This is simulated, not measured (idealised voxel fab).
Title: Process Module voxel trench capacitor
cross-section cut | 200 nm wide | cells 5 nm
Each cross-section below is a grid of square cells, stated as bands in top-down order, with one or more rows of cells making up each band.
Each band's line starts with the height of the band's top and of its bottom, in nm. Then come its materials from left to right, each with its width in nm. One material with "full width" fills the band from edge to edge. "air" is empty space.
A quick word on heights: they are counted from 0, and under that level the wafer as it came to us is one material throughout. The lowest band is different from the rest in having no bottom; it simply continues downward, written as in "0 and below".
A two-number width, for instance "30..40", indicates that the width is equal to the first number in the top row of the band and to the second number in the bottom row, and that it changes by a constant amount per row of cells.
"changes: none" (step): cross-section cells unchanged, all of them.
You'll see "Voids, enclosed" listing empty spaces that have no way open to the top, as long as they're 8 cells or more; the notation is width x height at distance, where the distance is from the left edge, and all of it is in nm.
after a step's settings: what the simulator itself notes on the step
You can add "overlay nm" to a step's line. For a step with a mask, it describes how far the mask lay to the right of its planned position, and a negative number describes a lay to the left.
These are the steps we planned for the process
1: RECEIVE [material Si]
2: CONFORMAL_DEP [material SiN] [thk nm 5]
3: PATTERN [tone open] [mask id TRENCH] [material resist] [width nm 30] [pitch nm 45] [thk nm 15] [overlay nm 0]
4: DIRECTIONAL_ETCH [etch materials SiN] [depth nm 5]
5: DIRECTIONAL_ETCH [etch materials Si] [depth nm 35]
6: STRIP [etch materials resist]
7: CONFORMAL_DEP [material Al2O3] [thk nm 5]
8: CONFORMAL_DEP [material TiN] [thk nm 5]
9: FILL_DEP [material W] [thk nm 5]
10: CMP [height nm 5]
Cross-section: wafer on arrival = after step 1
  0 and below | Si full width
  Voids, enclosed: none
A wafer at the end: this start, this plan, one mistake
  5 down to 0 | SiN 65  Al2O3 5  TiN 10  Al2O3 5  SiN 25  Al2O3 5  TiN 10  Al2O3 5  SiN 70
  0 down to -30 | Si 65  Al2O3 5  TiN 10  Al2O3 5  Si 25  Al2O3 5  TiN 10  Al2O3 5  Si 70
  -30 down to -35 | Si 65  Al2O3 20  Si 25  Al2O3 20  Si 70
  -35 and below | Si full width
  Voids, enclosed: none
Short version of what went wrong: rather than as planned, step 3 actually ran as PATTERN [tone open] [mask id TRENCH] [material resist] [width nm 20] [pitch nm 45] [thk nm 15] [overlay nm 0]
